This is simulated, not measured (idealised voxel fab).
Process module name: voxel self aligned vias
Section shown: cut. Width: 210 nm. Cell size: 5 nm, square.
Think of the cross-section as a grid of square cells. We describe it in bands, top to bottom, and each band covers one or more rows of those cells.
Top height, bottom height, nm. Materials left to right, width each, nm. Single material + "full width" = fills band edge to edge. "empty" = empty.
Convention: height 0 is the level below which the wafer, as received, is all one material. The lowest band does not terminate at the bottom but continues downward, represented as "0 down".
The notation "30..40" denotes a width that varies across the rows of cells in the band, beginning at the first number in the top row, finishing at the second number in the bottom row, and changing by an identical amount from each row to the next.
Key: "no modifications" - step with no changed cell in the cross-section.
"closed voids": sealed empty spaces, 8 cells or more, no open way to top, listed width x height at distance, with distance from the left edge and width, height and distance in nm.
Heads up: the bit after the settings on a step's line is the simulator's remark on that step.
"overlay nm", when on a step's line for a step with a mask, measures how far to the right of its planned place the mask lay; a negative measure means to the left.

## Process steps foreseen in the plan
- 1: RECEIVE | material Si
- 2: CONFORMAL_DEP | material SiO2 | thk nm 10
- 3: CONFORMAL_DEP | material SiCN | thk nm 5
- 4: DIRECTIONAL_DEP | material lowk | thk nm 25
- 5: MASKED_ETCH | tone open | mask id LINES | width nm 30 | pitch nm 60 | etch materials lowk | depth nm 25 | overlay nm 0
- 6: CONFORMAL_DEP | material TiN | thk nm 5
- 7: FILL_DEP | material W | thk nm 10
- 8: CMP | height nm 40
- 9: SELECTIVE_ETCH | etch materials W Ru TiN | depth nm 10
- 10: FILL_DEP | material SiN | thk nm 10
- 11: CMP | height nm 40
- 12: DIRECTIONAL_DEP | material lowk | thk nm 20
- 13: MASKED_ETCH | tone open | mask id VIAS | width nm 40 | pitch nm 60 | etch materials lowk | depth nm 20 | overlay nm 0
- 14: MASKED_ETCH | tone open | mask id VIAS | width nm 40 | pitch nm 60 | etch materials SiN | depth nm 10 | overlay nm 0
- 15: CONFORMAL_DEP | material TiN | thk nm 5
- 16: FILL_DEP | material Ru | thk nm 5
- 17: CMP | height nm 60
- 18: CONFORMAL_DEP | material SiN | thk nm 5

## Delivered wafer in cross-section: state after step 1
	0 down = Si full width
	closed voids: none

## Below is the wafer in cross-section after the module was completed. It began from the starting point shown above and followed the plan shown above, except that one mistake was made while running it
	65 to 60 = SiN full width
	60 to 40 = 25 nm lowk / 5 nm TiN / 30 nm Ru / 5 nm TiN / 20 nm lowk / 5 nm TiN / 30 nm Ru / 5 nm TiN / 20 nm lowk / 5 nm TiN / 30 nm Ru / 5 nm TiN / 25 nm lowk
	40 to 35 = 25 nm SiN / 5 nm TiN / 30 nm Ru / 5 nm TiN / 20 nm SiN / 5 nm TiN / 30 nm Ru / 5 nm TiN / 20 nm SiN / 5 nm TiN / 30 nm Ru / 5 nm TiN / 25 nm SiN
	35 to 30 = 25 nm SiN / 40 nm TiN / 20 nm SiN / 40 nm TiN / 20 nm SiN / 40 nm TiN / 25 nm SiN
	30 to 10 = 30 nm lowk / 5 nm TiN / 20 nm W / 5 nm TiN / 30 nm lowk / 5 nm TiN / 20 nm W / 5 nm TiN / 30 nm lowk / 5 nm TiN / 20 nm W / 5 nm TiN / 30 nm lowk
	10 to 5 = 30 nm lowk / 30 nm TiN / 30 nm lowk / 30 nm TiN / 30 nm lowk / 30 nm TiN / 30 nm lowk
	5 to 0 = SiCN full width
	0 down = Si full width
	closed voids: none
The mistake made against the process plan was this: step 2 was dropped from the plan's execution and never run
